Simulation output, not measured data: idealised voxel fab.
The process module presented herein is designated voxel double patterning.
Displayed cross-section: cut, width of 230 nm, square cells sized 5 nm.
Bands, listed from the top down, are how a cross-section gets written in this document; the cross-section itself is a grid of square cells, and a band is one or more rows of them. This entry defines a band. It first specifies the height of the band's top and the height of its bottom in nm, and then specifies the band's materials from left to right, stating each material with its width in nm. The word "everywhere" identifies a single material that fills the band from edge to edge, while the word "air" identifies empty space. A quick word on heights: they are counted from 0, and under that level the wafer as it came to us is one material throughout. The lowest band is different from the rest in having no bottom; it simply continues downward, written as in "z 0 and below". Width: "30->40" (first number = top row, second number = bottom row, same change from row to row of cells). "identical to before" for a step: no cell of the cross-section changed in that step. In "Catalogued sealed voids" the enclosed voids are listed, meaning empty spaces of 8 cells or larger without any opening to the top. The form is width x height at distance, distance from the left edge, units nm. The remark found on a step's line after its settings is issued by the simulator itself and pertains to that step. overlay nm: mask right of planned place by this much (step with mask). Neg. = left.

PLANNED PROCESS STEPS
- 1: RECEIVE | material Si
- 2: CONFORMAL_DEP | material SiO2 | thk nm 5
- 3: DIRECTIONAL_DEP | material TiN | thk nm 20
- 4: DIRECTIONAL_DEP | material SiCN | thk nm 10
- 5: MASKED_ETCH | tone open | mask id FIRST | width nm 15 | pitch nm 50 | etch materials SiCN | depth nm 10 | overlay nm 0
- 6: DIRECTIONAL_DEP | material aC | thk nm 10
- 7: PATTERN | tone open | mask id SECOND | material resist | width nm 15 | pitch nm 50 | thk nm 25 | overlay nm -15
- 8: DIRECTIONAL_ETCH | etch materials aC | depth nm 10
- 9: STRIP | etch materials resist
- 10: DIRECTIONAL_ETCH | etch materials SiCN | depth nm 10
- 11: STRIP | etch materials aC
- 12: DIRECTIONAL_ETCH | etch materials TiN | depth nm 20
- 13: STRIP | etch materials SiCN
Same starting wafers, different overlay nm at step 7. Plan value belongs to the first wafer.

FIRST WAFER AS RECEIVED, AFTER STEP 1
	z 0 and below | Si everywhere
	Catalogued sealed voids: none

NOTE: THE FOLLOWING TABLE IS ARRANGED BY WAFER, A ROW APIECE. EACH ROW REPORTS THE END-OF-MODULE STATE: PER MATERIAL, CELLS GAINED (+) OR CELLS LOST (-) COMPARED WITH THE WAFER AS RECEIVED; CLOSED VOIDS FOLLOW
overlay nm -15, +46 SiO2, +132 TiN, Catalogued sealed voids: none
overlay nm -10, +46 SiO2, +124 TiN, Catalogued sealed voids: none
overlay nm -5, +46 SiO2, +124 TiN, Catalogued sealed voids: none
overlay nm 0, +46 SiO2, +124 TiN, Catalogued sealed voids: none
overlay nm 5, +46 SiO2, +124 TiN, Catalogued sealed voids: none
overlay nm 10, +46 SiO2, +124 TiN, Catalogued sealed voids: none
overlay nm 15, +46 SiO2, +132 TiN, Catalogued sealed voids: none
